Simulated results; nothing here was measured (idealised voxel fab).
process module | voxel fin reveal
cross-section cut | 245 nm wide | cells 5 nm
A cross-section is a grid of square cells, given in bands from the top down. A band is one or more rows of cells.
Each band's line starts with the height of the band's top and of its bottom, in nm. Then come its materials from left to right, each with its width in nm. One material with "throughout" fills the band from edge to edge. "air" is empty space.
Height 0 is the level under which the wafer as received is all one material. The lowest band goes on downwards, as in "0 down".
A width such as "30 to 40" changes by the same amount from each row of cells to the next, from the band's top row to its bottom row.
"no change" after a step means that no cell of the cross-section changed.
closed voids: empty space of 8 cells or more with no open way to the top, each as width x height at its distance from the left edge, in nm
after a step's settings: what the simulator itself notes on the step
overlay nm, on a step with a mask: how far to the right of its planned place the mask lay; to the left if negative
plan
1 op RECEIVE | material Si
2 op CONFORMAL_DEP | material SiN | thk nm 10
3 op MASKED_ETCH | tone cover | mask id FINS | width nm 15 | pitch nm 40 | etch materials SiN | depth nm 10 | overlay nm 0
4 op MASKED_ETCH | tone cover | mask id FINS | width nm 15 | pitch nm 40 | etch materials Si | depth nm 35 | overlay nm 0
5 op OXIDIZE | depth nm 5
6 op FILL_DEP | material SiO2 | thk nm 15
7 op CMP | height nm 10
8 op SELECTIVE_ETCH | etch materials SiO2 | depth nm 30
9 op STRIP | etch materials SiN
first wafer, as planned
as received, after step 1
  0 down: Si throughout
  closed voids: none
after step 2
  10 to 0: SiN throughout
  below 0: unchanged
after step 3
  10 to 0: air 95 | SiN 15 | air 25 | SiN 15 | air 95
  below 0: unchanged
after step 4
  10 to 0: air 95 | SiN 15 | air 25 | SiN 15 | air 95
  0 to -35: air 95 | Si 15 | air 25 | Si 15 | air 95
  below -35: unchanged
after step 5
  10 to 0: air 95 | SiN 15 | air 25 | SiN 15 | air 95
  0 to -35: air 95 | SiO2 5 | Si 5 | SiO2 5 | air 25 | SiO2 5 | Si 5 | SiO2 5 | air 95
  -35 to -40: SiO2 100 | Si 5 | SiO2 35 | Si 5 | SiO2 100
  below -40: unchanged
after step 6
  25 to 10: SiO2 throughout
  10 to 0: SiO2 95 | SiN 15 | SiO2 25 | SiN 15 | SiO2 95
  0 to -40: SiO2 100 | Si 5 | SiO2 35 | Si 5 | SiO2 100
  below -40: unchanged
after step 7
  10 to 0: SiO2 95 | SiN 15 | SiO2 25 | SiN 15 | SiO2 95
  below 0: unchanged
after step 8
  10 to 0: air 95 | SiN 15 | air 25 | SiN 15 | air 95
  0 to -20: air 100 | Si 5 | air 35 | Si 5 | air 100
  below -20: unchanged
after step 9
  0 to -20: air 100 | Si 5 | air 35 | Si 5 | air 100
  below -20: unchanged
second wafer: like start, like plan, one mistake. Through step 7 it matches the first wafer
when step 8 should have ended
  10 to 0: SiO2 95 | air 15 | SiO2 25 | air 15 | SiO2 95
  below 0: unchanged
when step 9 should have ended
  0 to -20: air 100 | Si 5 | air 35 | Si 5 | air 100
  -20 to -30: SiO2 65 | air 35 | Si 5 | air 35 | Si 5 | air 35 | SiO2 65
  below -30: unchanged
what went wrong: steps 8 and 9 were swapped
at the end the second wafer has, in cells: 42 fewer of SiO2
